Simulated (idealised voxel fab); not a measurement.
Name of the process module below: voxel capacitor over wiring
We display cut, a cross-section 170 nm in width whose square cells are each 5 nm.
Cross-section = grid of square cells, listed top down in bands; band = one or more rows. Look at the band entry: it leads with the top's height and the bottom's height in nm. Then it lists the materials left to right, with a width in nm for each. The word "all across" on a single material says that material fills the band edge to edge. The word "air" is empty space. Height 0 is the level under which the wafer as received is all one material. The lowest band goes on downwards, as in "0..down". When a width is written as two numbers, as in "30..40", the first number is the width in the top row of cells of the band and the second is the width in its bottom row, and the width changes by the same amount from each row to the next. Any step labelled "nothing was modified" changed none of the cells in the cross-section. In "Internal closed voids" the enclosed voids are listed, meaning empty spaces of 8 cells or larger without any opening to the top. The form is width x height at distance, distance from the left edge, units nm. Read whatever lies past the settings on a step's line as the simulator's own remark about the step. The "overlay nm" setting may appear on a step's line; for a step that uses a mask, it gives how far to the right of its planned position the mask lay, and a negative value indicates the left.
**Intended process steps**
| 1 | RECEIVE: material Si |
| 2 | CONFORMAL_DEP: material SiO2, thk nm 10 |
| 3 | DIRECTIONAL_DEP: material TiN, thk nm 5 |
| 4 | DIRECTIONAL_DEP: material Ru, thk nm 15 |
| 5 | MASKED_ETCH: tone cover, mask id METAL_1, width nm 20, pitch nm 80, etch materials Ru, depth nm 15, overlay nm 0 |
| 6 | MASKED_ETCH: tone cover, mask id METAL_1, width nm 20, pitch nm 80, etch materials TiN, depth nm 5, overlay nm 0 |
| 7 | FILL_DEP: material SiO2, thk nm 5 |
| 8 | CMP: height nm 30 |
| 9 | CONFORMAL_DEP: material SiCN, thk nm 5 |
| 10 | DIRECTIONAL_DEP: material SiO2, thk nm 10 |
| 11 | DIRECTIONAL_DEP: material aC, thk nm 10 |
| 12 | PATTERN: tone open, mask id PLUG_1, material resist, width nm 15, thk nm 25, overlay nm 0 |
| 13 | DIRECTIONAL_ETCH: etch materials aC, depth nm 10 |
| 14 | STRIP: etch materials resist |
| 15 | DIRECTIONAL_ETCH: etch materials SiO2, depth nm 10 |
| 16 | DIRECTIONAL_ETCH: etch materials SiCN, depth nm 5 |
| 17 | STRIP: etch materials aC |
| 18 | CONFORMAL_DEP: material TiN, thk nm 5 |
| 19 | FILL_DEP: material Cu, thk nm 5 |
| 20 | CMP: height nm 45 |
| 21 | DIRECTIONAL_DEP: material TiN, thk nm 10 |
| 22 | DIRECTIONAL_DEP: material Al2O3, thk nm 5 |
| 23 | DIRECTIONAL_DEP: material TiN, thk nm 10 |
| 24 | MASKED_ETCH: tone cover, mask id UPPER_PLATE, width nm 65, etch materials TiN, depth nm 10, overlay nm 0 |
| 25 | MASKED_ETCH: tone cover, mask id UPPER_PLATE, width nm 65, etch materials Al2O3, depth nm 5, overlay nm 0 |
| 26 | PATTERN: tone cover, mask id LOWER_PLATE, material resist, width nm 75, thk nm 20, overlay nm 0 |
| 27 | DIRECTIONAL_ETCH: etch materials TiN, depth nm 10 |
| 28 | STRIP: etch materials resist |
| 29 | FILL_DEP: material SiO2, thk nm 15 |
| 30 | CMP: height nm 80 |
| 31 | PATTERN: tone open, mask id PLUG_2, material resist, width nm 15, thk nm 20, overlay nm 0 |
| 32 | DIRECTIONAL_ETCH: etch materials SiO2, depth nm 10 |
| 33 | STRIP: etch materials resist |
| 34 | CONFORMAL_DEP: material TiN, thk nm 5 |
| 35 | FILL_DEP: material Ru, thk nm 10 |
| 36 | CMP: height nm 80 |
| 37 | CONFORMAL_DEP: material SiN, thk nm 5 |
**On the first of the two wafers: run conducted according to plan**
**Shown in cross-section is the wafer as received, that is, as it stands after step 1**
> 0..down = Si all across
> Internal closed voids: none
**Presented here is a cross-section of the wafer after step 2 has been performed**
> 10..0 = SiO2 all across
> Nothing below the height 0 has changed.
**Presented here is a cross-section of the wafer after step 3 has been performed**
> 15..10 = TiN all across
> Nothing below the height 10 has changed.
**Presented here is a cross-section of the wafer after step 4 has been performed**
> 30..15 = Ru all across
> Nothing below the height 15 has changed.
**Presented here is a cross-section of the wafer after step 5 has been performed**
> 30..15 = air (35) / Ru (20) / air (60) / Ru (20) / air (35)
> Nothing below the height 15 has changed.
**Presented here is a cross-section of the wafer after step 6 has been performed**
> 30..15 = air (35) / Ru (20) / air (60) / Ru (20) / air (35)
> 15..10 = air (35) / TiN (20) / air (60) / TiN (20) / air (35)
> Nothing below the height 10 has changed.
**Presented here is a cross-section of the wafer after step 7 has been performed**
> 35..30 = SiO2 all across
> 30..15 = SiO2 (35) / Ru (20) / SiO2 (60) / Ru (20) / SiO2 (35)
> 15..10 = SiO2 (35) / TiN (20) / SiO2 (60) / TiN (20) / SiO2 (35)
> Nothing below the height 10 has changed.
**Presented here is a cross-section of the wafer after step 8 has been performed**
> 30..15 = SiO2 (35) / Ru (20) / SiO2 (60) / Ru (20) / SiO2 (35)
> Nothing below the height 15 has changed.
**Presented here is a cross-section of the wafer after step 9 has been performed**
> 35..30 = SiCN all across
> Nothing below the height 30 has changed.
**Presented here is a cross-section of the wafer after step 10 has been performed**
> 45..35 = SiO2 all across
> Nothing below the height 35 has changed.
**Presented here is a cross-section of the wafer after step 11 has been performed**
> 55..45 = aC all across
> Nothing below the height 45 has changed.
**Presented here is a cross-section of the wafer after step 12 has been performed**
> 80..55 = resist (40) / air (15) / resist (115)
> Nothing below the height 55 has changed.
**Presented here is a cross-section of the wafer after step 13 has been performed**
> 70..55 = resist (40) / air (15) / resist (115)
> 55..45 = aC (40) / air (15) / aC (115)
> Nothing below the height 45 has changed.
**Presented here is a cross-section of the wafer after step 14 has been performed**
> 55..45 = aC (40) / air (15) / aC (115)
> Nothing below the height 45 has changed.
**Presented here is a cross-section of the wafer after step 15 has been performed**
> 55..45 = aC (40) / air (15) / aC (115)
> 45..35 = SiO2 (40) / air (15) / SiO2 (115)
> Nothing below the height 35 has changed.
**Presented here is a cross-section of the wafer after step 16 has been performed**
> 55..45 = aC (40) / air (15) / aC (115)
> 45..35 = SiO2 (40) / air (15) / SiO2 (115)
> 35..30 = SiCN (40) / air (15) / SiCN (115)
> Nothing below the height 30 has changed.
**Presented here is a cross-section of the wafer after step 17 has been performed**
> 45..35 = SiO2 (40) / air (15) / SiO2 (115)
> Nothing below the height 35 has changed.
**Presented here is a cross-section of the wafer after step 18 has been performed**
> 50..45 = TiN (45) / air (5) / TiN (120)
> 45..35 = SiO2 (40) / TiN (5) / air (5) / TiN (5) / SiO2 (115)
> 35..30 = SiCN (40) / TiN (15) / SiCN (115)
> Nothing below the height 30 has changed.
**Presented here is a cross-section of the wafer after step 19 has been performed**
> 55..50 = Cu all across
> 50..45 = TiN (45) / Cu (5) / TiN (120)
> 45..35 = SiO2 (40) / TiN (5) / Cu (5) / TiN (5) / SiO2 (115)
> Nothing below the height 35 has changed.
**Presented here is a cross-section of the wafer after step 20 has been performed**
> 45..35 = SiO2 (40) / TiN (5) / Cu (5) / TiN (5) / SiO2 (115)
> Nothing below the height 35 has changed.
**Presented here is a cross-section of the wafer after step 21 has been performed**
> 55..45 = TiN all across
> Nothing below the height 45 has changed.
**Presented here is a cross-section of the wafer after step 22 has been performed**
> 60..55 = Al2O3 all across
> Nothing below the height 55 has changed.
**Presented here is a cross-section of the wafer after step 23 has been performed**
> 70..60 = TiN all across
> Nothing below the height 60 has changed.
**Presented here is a cross-section of the wafer after step 24 has been performed**
> 70..60 = air (40) / TiN (65) / air (65)
> Nothing below the height 60 has changed.
**Presented here is a cross-section of the wafer after step 25 has been performed**
> 70..60 = air (40) / TiN (65) / air (65)
> 60..55 = air (40) / Al2O3 (65) / air (65)
> Nothing below the height 55 has changed.
**Presented here is a cross-section of the wafer after step 26 has been performed**
> 90..70 = air (35) / resist (75) / air (60)
> 70..60 = air (35) / resist (5) / TiN (65) / resist (5) / air (60)
> 60..55 = air (35) / resist (5) / Al2O3 (65) / resist (5) / air (60)
> Nothing below the height 55 has changed.
**Presented here is a cross-section of the wafer after step 27 has been performed**
> 90..70 = air (35) / resist (75) / air (60)
> 70..60 = air (35) / resist (5) / TiN (65) / resist (5) / air (60)
> 60..55 = air (35) / resist (5) / Al2O3 (65) / resist (5) / air (60)
> 55..45 = air (35) / TiN (75) / air (60)
> Nothing below the height 45 has changed.
**Presented here is a cross-section of the wafer after step 28 has been performed**
> 70..60 = air (40) / TiN (65) / air (65)
> 60..55 = air (40) / Al2O3 (65) / air (65)
> Nothing below the height 55 has changed.
**Presented here is a cross-section of the wafer after step 29 has been performed**
> 85..70 = SiO2 all across
> 70..60 = SiO2 (40) / TiN (65) / SiO2 (65)
> 60..55 = SiO2 (40) / Al2O3 (65) / SiO2 (65)
> 55..45 = SiO2 (35) / TiN (75) / SiO2 (60)
> Nothing below the height 45 has changed.
**Presented here is a cross-section of the wafer after step 30 has been performed**
> 80..70 = SiO2 all across
> Nothing below the height 70 has changed.
**Presented here is a cross-section of the wafer after step 31 has been performed**
> 100..80 = resist (50) / air (15) / resist (105)
> Nothing below the height 80 has changed.
**Presented here is a cross-section of the wafer after step 32 has been performed**
> 100..80 = resist (50) / air (15) / resist (105)
> 80..70 = SiO2 (50) / air (15) / SiO2 (105)
> Nothing below the height 70 has changed.
**Presented here is a cross-section of the wafer after step 33 has been performed**
> 80..70 = SiO2 (50) / air (15) / SiO2 (105)
> Nothing below the height 70 has changed.
**Presented here is a cross-section of the wafer after step 34 has been performed**
> 85..80 = TiN (55) / air (5) / TiN (110)
> 80..75 = SiO2 (50) / TiN (5) / air (5) / TiN (5) / SiO2 (105)
> 75..70 = SiO2 (50) / TiN (15) / SiO2 (105)
> Nothing below the height 70 has changed.
**Presented here is a cross-section of the wafer after step 35 has been performed**
> 95..85 = Ru all across
> 85..80 = TiN (55) / Ru (5) / TiN (110)
> 80..75 = SiO2 (50) / TiN (5) / Ru (5) / TiN (5) / SiO2 (105)
> Nothing below the height 75 has changed.
**Presented here is a cross-section of the wafer after step 36 has been performed**
> 80..75 = SiO2 (50) / TiN (5) / Ru (5) / TiN (5) / SiO2 (105)
> Nothing below the height 75 has changed.
**Presented here is a cross-section of the wafer after step 37 has been performed**
> 85..80 = SiN all across
> Nothing below the height 80 has changed.
**second wafer: like start, like plan, one mistake. Through step 21 it matches the first wafer**
Second wafer, cross-section, planned end of step 22: nothing was modified
**Second wafer, cross-section, planned end of step 23**
> 65..45 = TiN all across
> Nothing below the height 45 has changed.
**Second wafer, cross-section, planned end of step 24**
> 65..55 = air (40) / TiN (65) / air (65)
> Nothing below the height 55 has changed.
Second wafer, cross-section, planned end of step 25: nothing was modified
**Second wafer, cross-section, planned end of step 26**
> 85..65 = air (35) / resist (75) / air (60)
> 65..55 = air (35) / resist (5) / TiN (65) / resist (5) / air (60)
> Nothing below the height 55 has changed.
**Second wafer, cross-section, planned end of step 27**
> 85..65 = air (35) / resist (75) / air (60)
> 65..55 = air (35) / resist (5) / TiN (65) / resist (5) / air (60)
> 55..45 = air (35) / TiN (75) / air (60)
> Nothing below the height 45 has changed.
**Second wafer, cross-section, planned end of step 28**
> 65..55 = air (40) / TiN (65) / air (65)
> Nothing below the height 55 has changed.
**Second wafer, cross-section, planned end of step 29**
> 80..65 = SiO2 all across
> 65..55 = SiO2 (40) / TiN (65) / SiO2 (65)
> 55..45 = SiO2 (35) / TiN (75) / SiO2 (60)
> Nothing below the height 45 has changed.
Second wafer, cross-section, planned end of step 30: nothing was modified
**Second wafer, cross-section, planned end of step 31**
> 100..80 = resist (50) / air (15) / resist (105)
> Nothing below the height 80 has changed.
**Second wafer, cross-section, planned end of step 32**
> 100..80 = resist (50) / air (15) / resist (105)
> 80..70 = SiO2 (50) / air (15) / SiO2 (105)
> Nothing below the height 70 has changed.
**Second wafer, cross-section, planned end of step 33**
> 80..70 = SiO2 (50) / air (15) / SiO2 (105)
> Nothing below the height 70 has changed.
**Second wafer, cross-section, planned end of step 34**
> 85..80 = TiN (55) / air (5) / TiN (110)
> 80..75 = SiO2 (50) / TiN (5) / air (5) / TiN (5) / SiO2 (105)
> 75..70 = SiO2 (50) / TiN (15) / SiO2 (105)
> Nothing below the height 70 has changed.
**Second wafer, cross-section, planned end of step 35**
> 95..85 = Ru all across
> 85..80 = TiN (55) / Ru (5) / TiN (110)
> 80..75 = SiO2 (50) / TiN (5) / Ru (5) / TiN (5) / SiO2 (105)
> Nothing below the height 75 has changed.
**Second wafer, cross-section, planned end of step 36**
> 80..75 = SiO2 (50) / TiN (5) / Ru (5) / TiN (5) / SiO2 (105)
> Nothing below the height 75 has changed.
**Second wafer, cross-section, planned end of step 37**
> 85..80 = SiN all across
> Nothing below the height 80 has changed.
Processing error: skipped: plan step 22 (never run)
The final cell counts differ between the wafers, with the second having more or fewer of some materials than the first: Al2O3: 13 fewer | SiO2: 13 more
